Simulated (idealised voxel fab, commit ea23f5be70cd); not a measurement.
Process module name: voxel trench capacitor
Xsec cut, 290 nm wide, square cell size 5 nm.
In what follows, cross-sections appear as grids of square cells, described through bands that run from the top down, where every band is one or more rows of cells. This entry defines a band. It first specifies the height of the band's top and the height of its bottom in nm, and then specifies the band's materials from left to right, stating each material with its width in nm. The word "everywhere" identifies a single material that fills the band from edge to edge, while the word "empty" identifies empty space. Height 0 is the level under which the wafer as received is all one material. The lowest band goes on downwards, as in "0..down". A width such as "30..40" changes by the same amount from each row of cells to the next, from the band's top row to its bottom row. Any step labelled "nothing different" changed none of the cells in the cross-section. For the entry "Sealed cavities", the listed items are empty spaces with no open way to the top whose size is 8 cells or more; each item follows the pattern width x height at distance, where distance is from the left edge and all three are in nm. What comes after the settings on a step's line is commentary from the simulator itself on that step. overlay nm: how far to the right of its planned place the mask lay on this masked step (negative: to the left).
List of planned process steps:
1,RECEIVE, material Si
2,CONFORMAL_DEP, material SiN, thk nm 5
3,DIRECTIONAL_DEP, material aC, thk nm 10
4,PATTERN, tone open, mask id TRENCH, material resist, width nm 30, pitch nm 55, thk nm 25, overlay nm 0
5,DIRECTIONAL_ETCH, etch materials aC, depth nm 10
6,STRIP, etch materials resist
7,DIRECTIONAL_ETCH, etch materials SiN, depth nm 5
8,DIRECTIONAL_ETCH, etch materials Si, depth nm 40
9,STRIP, etch materials aC
10,CONFORMAL_DEP, material HfO2, thk nm 5
11,CONFORMAL_DEP, material TiN, thk nm 5
12,FILL_DEP, material W, thk nm 5
13,CMP, height nm 5
Wafer cross-section on receipt, i.e. after step 1:
    0..down: Si everywhere
    Sealed cavities: none
End-of-module cross-section. Starting structure and process plan as above; one mistake made in running it:
    5..0: 45 SiN, 5 TiN, 5 HfO2, 10 W, 5 HfO2, 5 TiN, 25 SiN, 5 TiN, 5 HfO2, 10 W, 5 HfO2, 5 TiN, 25 SiN, 5 TiN, 5 HfO2, 10 W, 5 HfO2, 5 TiN, 25 SiN, 5 TiN, 5 HfO2, 10 W, 5 HfO2, 5 TiN, 50 SiN
    0..-30: 45 Si, 5 TiN, 5 HfO2, 10 W, 5 HfO2, 5 TiN, 25 Si, 5 TiN, 5 HfO2, 10 W, 5 HfO2, 5 TiN, 25 Si, 5 TiN, 5 HfO2, 10 W, 5 HfO2, 5 TiN, 25 Si, 5 TiN, 5 HfO2, 10 W, 5 HfO2, 5 TiN, 50 Si
    -30..-35: 45 Si, 5 TiN, 20 HfO2, 5 TiN, 25 Si, 5 TiN, 20 HfO2, 5 TiN, 25 Si, 5 TiN, 20 HfO2, 5 TiN, 25 Si, 5 TiN, 20 HfO2, 5 TiN, 50 Si
    -35..-40: 45 Si, 30 TiN, 25 Si, 30 TiN, 25 Si, 30 TiN, 25 Si, 30 TiN, 50 Si
    -40..down: Si everywhere
    Sealed cavities: none
Processing error: so 10 and 11 got swapped relative to the plan, each ran where the other was supposed to
